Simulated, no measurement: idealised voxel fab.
This section sets out a process module, namely voxel gate over fins.
The cross-section shown here is cut; it is 215 nm wide and divided into square cells measuring 5 nm on a side.
We lay out every cross-section as a grid of square cells and spell it out in bands from the top down, where one band means one or more rows of cells.
Band: top and bottom heights (nm) first, top before bottom; then materials from left to right, widths in nm. "everywhere" marks a sole material filling the band edge to edge. "empty" denotes empty space.
Note: height 0 marks the level under which the wafer is uniformly one material as received. Lowest band unbounded below, written "0 -> down".
The expression "30->40" gives the width at the extremes of the band, the first number at its top row of cells and the second at its bottom row, with the width changing by equal amounts from each row to the next in between.
Key: "same as before" - step with no changed cell in the cross-section.
The entry titled "closed voids" provides the empty spaces that have no open way to the top, restricted to those of 8 cells or more. Each is presented as width x height at distance, the distance being measured from the left edge, with all three in nm.
Note: text after step settings on the step line = simulator remark on that step.
The line of a step may include "overlay nm". On a step with a mask, this value is how far to the right of its planned place the mask lay. A negative value means the mask lay to the left.

Process steps (planned):
step 1: RECEIVE (material Si)
step 2: CONFORMAL_DEP (material SiN; thk nm 10)
step 3: DIRECTIONAL_DEP (material aC; thk nm 10)
step 4: PATTERN (tone cover; mask id FINS; material resist; width nm 15; pitch nm 35; thk nm 30; overlay nm 0)
step 5: DIRECTIONAL_ETCH (etch materials aC; depth nm 10)
step 6: STRIP (etch materials resist)
step 7: DIRECTIONAL_ETCH (etch materials SiN; depth nm 10)
step 8: DIRECTIONAL_ETCH (etch materials Si; depth nm 35)
step 9: STRIP (etch materials aC)
step 10: FILL_DEP (material SiO2; thk nm 15)
step 11: CMP (height nm 10)
step 12: SELECTIVE_ETCH (etch materials SiO2; depth nm 20)
step 13: STRIP (etch materials SiN)
step 14: CONFORMAL_DEP (material HfO2; thk nm 5)
step 15: CONFORMAL_DEP (material TiN; thk nm 5)
step 16: CONFORMAL_DEP (material TiAl; thk nm 5)
step 17: CONFORMAL_DEP (material TiN; thk nm 5)
step 18: FILL_DEP (material W; thk nm 10)
step 19: CMP (height nm 25)
step 20: CONFORMAL_DEP (material SiN; thk nm 10)

As-received wafer cross-section (after step 1):
  0 -> down  Si everywhere
  closed voids: none

Cross-section: first of two wafers, module finished, run according to plan:
  35 -> 25  SiN everywhere
  25 -> 20  W everywhere
  20 -> 15  60 W, 90 TiN, 65 W
  15 -> 10  60 W, 5 TiN, 80 TiAl, 5 TiN, 65 W
  10 -> 5  65 TiN, 5 TiAl, 70 TiN, 5 TiAl, 70 TiN
  5 -> 0  70 TiAl, 5 TiN, 25 HfO2, 10 TiN, 25 HfO2, 5 TiN, 75 TiAl
  0 -> -5  75 TiN, 5 HfO2, 15 Si, 5 HfO2, 10 TiN, 5 HfO2, 15 Si, 5 HfO2, 80 TiN
  -5 -> -10  80 HfO2, 15 Si, 20 HfO2, 15 Si, 85 HfO2
  -10 -> -35  80 SiO2, 15 Si, 20 SiO2, 15 Si, 85 SiO2
  -35 -> down  Si everywhere
  closed voids: none

Cross-section of the latter of the two wafers at module completion. It had an identical start and an identical plan to the former; in running it, one mistake was made:
  35 -> 25  SiN everywhere
  25 -> 20  W everywhere
  20 -> 15  60 W, 90 TiN, 65 W
  15 -> 10  60 W, 5 TiN, 80 TiAl, 5 TiN, 65 W
  10 -> 5  65 TiN, 5 TiAl, 70 HfO2, 5 TiAl, 70 TiN
  5 -> 0  70 TiAl, 5 HfO2, 25 TiN, 10 HfO2, 25 TiN, 5 HfO2, 75 TiAl
  0 -> -5  75 HfO2, 5 TiN, 15 Si, 5 TiN, 10 HfO2, 5 TiN, 15 Si, 5 TiN, 80 HfO2
  -5 -> -10  80 TiN, 15 Si, 20 TiN, 15 Si, 85 TiN
  -10 -> -35  80 SiO2, 15 Si, 20 SiO2, 15 Si, 85 SiO2
  -35 -> down  Si everywhere
  closed voids: none
Short version of what went wrong: mixed up steps 14 and 15 - ran each in the other's place
Upon completion, the cell count for each material on the second wafer equals that on the first, whereas the spatial distribution of those cells differs.
